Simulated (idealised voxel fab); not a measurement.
The name of this process module is voxel self aligned contacts.
Pictured: cross-section cut, 225 nm wide, on a grid of 5 nm square cells.
The cross-sections in this document take the form of a grid made of square cells. They are written out as bands, in order from top to bottom. Each band consists of one or more rows of cells.
Band: top height; bottom height; in nm. Then, left to right: material with width in nm, for each material. "throughout": a single material spanning edge to edge. "empty": empty space.
Beneath 0, the wafer as received is one material, and that level is where height counting begins. The lowest band goes on downward without a bottom; it is written like "from 0 down".
You'd read "30->40" like this: the band's top row of cells is as wide as the first number, its bottom row is as wide as the second, and going down, every row changes width by the same amount as the row before did.
No cell of the cross-section changed in a step that is given as "no change occurred".
Entry "Voids, fully enclosed". Content: empty spaces with no open connection to the top, size 8 cells or greater. Each: width x height at distance. Distance: from left edge. Unit: nm.
Formally, on a step line, whatever follows the settings is a remark that the simulator itself makes on the step.
"overlay nm" answers the question of how far to the right of plan the mask lay on a step that has a mask, and when it is negative the answer is to the left.

Planned process steps
1) op RECEIVE | material Si
2) op CONFORMAL_DEP | material SiO2 | thk nm 5
3) op DIRECTIONAL_DEP | material polySi | thk nm 25
4) op DIRECTIONAL_DEP | material SiN | thk nm 15
5) op PATTERN | tone cover | mask id GATE | material resist | width nm 35 | pitch nm 60 | thk nm 15 | overlay nm 0
6) op DIRECTIONAL_ETCH | etch materials SiN | depth nm 15
7) op DIRECTIONAL_ETCH | etch materials polySi | depth nm 25
8) op STRIP | etch materials resist
9) op CONFORMAL_DEP | material SiN | thk nm 5
10) op DIRECTIONAL_ETCH | etch materials SiN | depth nm 5
11) op FILL_DEP | material SiO2 | thk nm 20
12) op CMP | height nm 55
13) op MASKED_ETCH | tone open | mask id CONTACT | width nm 35 | etch materials SiO2 | depth nm 55 | overlay nm 0
14) op CONFORMAL_DEP | material TiN | thk nm 5
15) op FILL_DEP | material Ru | thk nm 5
16) op CMP | height nm 55
17) op CONFORMAL_DEP | material SiN | thk nm 5

First of two wafers - as planned

Incoming wafer in cross-section (state: after step 1)
	from 0 down  Si throughout
	Voids, fully enclosed: none

State of the wafer after step 2, shown in cross-section
	from 5 to 0  SiO2 throughout
	Everything under 0 stays put, no change at all.

State of the wafer after step 3, shown in cross-section
	from 30 to 5  polySi throughout
	Everything under 5 stays put, no change at all.

State of the wafer after step 4, shown in cross-section
	from 45 to 30  SiN throughout
	Everything under 30 stays put, no change at all.

State of the wafer after step 5, shown in cross-section
	from 60 to 45  empty 65, then resist 35, then empty 25, then resist 35, then empty 65
	Everything under 45 stays put, no change at all.

State of the wafer after step 6, shown in cross-section
	from 60 to 45  empty 65, then resist 35, then empty 25, then resist 35, then empty 65
	from 45 to 30  empty 65, then SiN 35, then empty 25, then SiN 35, then empty 65
	Everything under 30 stays put, no change at all.

State of the wafer after step 7, shown in cross-section
	from 60 to 45  empty 65, then resist 35, then empty 25, then resist 35, then empty 65
	from 45 to 30  empty 65, then SiN 35, then empty 25, then SiN 35, then empty 65
	from 30 to 5  empty 65, then polySi 35, then empty 25, then polySi 35, then empty 65
	Everything under 5 stays put, no change at all.

State of the wafer after step 8, shown in cross-section
	from 45 to 30  empty 65, then SiN 35, then empty 25, then SiN 35, then empty 65
	Everything under 30 stays put, no change at all.

State of the wafer after step 9, shown in cross-section
	from 50 to 30  empty 60, then SiN 45, then empty 15, then SiN 45, then empty 60
	from 30 to 10  empty 60, then SiN 5, then polySi 35, then SiN 5, then empty 15, then SiN 5, then polySi 35, then SiN 5, then empty 60
	from 10 to 5  SiN 65, then polySi 35, then SiN 25, then polySi 35, then SiN 65
	Everything under 5 stays put, no change at all.

State of the wafer after step 10, shown in cross-section
	from 45 to 30  empty 60, then SiN 45, then empty 15, then SiN 45, then empty 60
	from 30 to 5  empty 60, then SiN 5, then polySi 35, then SiN 5, then empty 15, then SiN 5, then polySi 35, then SiN 5, then empty 60
	Everything under 5 stays put, no change at all.

State of the wafer after step 11, shown in cross-section
	from 65 to 45  SiO2 throughout
	from 45 to 30  SiO2 60, then SiN 45, then SiO2 15, then SiN 45, then SiO2 60
	from 30 to 5  SiO2 60, then SiN 5, then polySi 35, then SiN 5, then SiO2 15, then SiN 5, then polySi 35, then SiN 5, then SiO2 60
	Everything under 5 stays put, no change at all.

State of the wafer after step 12, shown in cross-section
	from 55 to 45  SiO2 throughout
	Everything under 45 stays put, no change at all.

State of the wafer after step 13, shown in cross-section
	from 55 to 45  SiO2 95, then empty 35, then SiO2 95
	from 45 to 30  SiO2 60, then SiN 45, then empty 15, then SiN 45, then SiO2 60
	from 30 to 5  SiO2 60, then SiN 5, then polySi 35, then SiN 5, then empty 15, then SiN 5, then polySi 35, then SiN 5, then SiO2 60
	from 5 to 0  SiO2 105, then empty 15, then SiO2 105
	Everything under 0 stays put, no change at all.

State of the wafer after step 14, shown in cross-section
	from 60 to 55  TiN 100, then empty 25, then TiN 100
	from 55 to 45  SiO2 95, then TiN 5->15, then empty 25->5, then TiN 5->15, then SiO2 95
	from 45 to 30  SiO2 60, then SiN 45, then TiN 5, then empty 5, then TiN 5, then SiN 45, then SiO2 60
	from 30 to 5  SiO2 60, then SiN 5, then polySi 35, then SiN 5, then TiN 5, then empty 5, then TiN 5, then SiN 5, then polySi 35, then SiN 5, then SiO2 60
	from 5 to 0  SiO2 105, then TiN 15, then SiO2 105
	Everything under 0 stays put, no change at all.

State of the wafer after step 15, shown in cross-section
	from 65 to 60  Ru throughout
	from 60 to 55  TiN 100, then Ru 25, then TiN 100
	from 55 to 45  SiO2 95, then TiN 5->15, then Ru 25->5, then TiN 5->15, then SiO2 95
	from 45 to 30  SiO2 60, then SiN 45, then TiN 5, then Ru 5, then TiN 5, then SiN 45, then SiO2 60
	from 30 to 5  SiO2 60, then SiN 5, then polySi 35, then SiN 5, then TiN 5, then Ru 5, then TiN 5, then SiN 5, then polySi 35, then SiN 5, then SiO2 60
	Everything under 5 stays put, no change at all.

State of the wafer after step 16, shown in cross-section
	from 55 to 45  SiO2 95, then TiN 5->15, then Ru 25->5, then TiN 5->15, then SiO2 95
	Everything under 45 stays put, no change at all.

State of the wafer after step 17, shown in cross-section
	from 60 to 55  SiN throughout
	Everything under 55 stays put, no change at all.

Second wafer, same starting conditions and recipe as the first, one mistake in executing it, nothing differs from the first up to and including step 8

when step 9 should have ended: no change occurred

When step 10 should have ended
	from 40 to 30  empty 65, then SiN 35, then empty 25, then SiN 35, then empty 65
	Everything under 30 stays put, no change at all.

When step 11 should have ended
	from 60 to 40  SiO2 throughout
	from 40 to 30  SiO2 65, then SiN 35, then SiO2 25, then SiN 35, then SiO2 65
	from 30 to 5  SiO2 65, then polySi 35, then SiO2 25, then polySi 35, then SiO2 65
	Everything under 5 stays put, no change at all.

When step 12 should have ended
	from 55 to 40  SiO2 throughout
	Everything under 40 stays put, no change at all.

When step 13 should have ended
	from 55 to 40  SiO2 95, then empty 35, then SiO2 95
	from 40 to 30  SiO2 65, then SiN 35, then empty 25, then SiN 35, then SiO2 65
	from 30 to 5  SiO2 65, then polySi 35, then empty 25, then polySi 35, then SiO2 65
	from 5 to 0  SiO2 100, then empty 25, then SiO2 100
	Everything under 0 stays put, no change at all.

When step 14 should have ended
	from 60 to 55  TiN 100, then empty 25, then TiN 100
	from 55 to 45  SiO2 95, then TiN 5, then empty 25, then TiN 5, then SiO2 95
	from 45 to 40  SiO2 95, then TiN 10, then empty 15, then TiN 10, then SiO2 95
	from 40 to 30  SiO2 65, then SiN 35, then TiN 5, then empty 15, then TiN 5, then SiN 35, then SiO2 65
	from 30 to 5  SiO2 65, then polySi 35, then TiN 5, then empty 15, then TiN 5, then polySi 35, then SiO2 65
	from 5 to 0  SiO2 100, then TiN 25, then SiO2 100
	Everything under 0 stays put, no change at all.

When step 15 should have ended
	from 65 to 60  Ru throughout
	from 60 to 55  TiN 100, then Ru 25, then TiN 100
	from 55 to 45  SiO2 95, then TiN 5, then Ru 25, then TiN 5, then SiO2 95
	from 45 to 40  SiO2 95, then TiN 10, then Ru 15, then TiN 10, then SiO2 95
	from 40 to 30  SiO2 65, then SiN 35, then TiN 5, then Ru 15, then TiN 5, then SiN 35, then SiO2 65
	from 30 to 5  SiO2 65, then polySi 35, then TiN 5, then Ru 15, then TiN 5, then polySi 35, then SiO2 65
	Everything under 5 stays put, no change at all.

When step 16 should have ended
	from 55 to 45  SiO2 95, then TiN 5, then Ru 25, then TiN 5, then SiO2 95
	Everything under 45 stays put, no change at all.

When step 17 should have ended
	from 60 to 55  SiN throughout
	Everything under 55 stays put, no change at all.
Heads up, the wafer didn't run the way we planned it: step 9 was dropped from the plan's execution and never run
Materials where the second wafer ends with more or fewer cells than the first: +20 Ru; -46 SiN; +26 SiO2
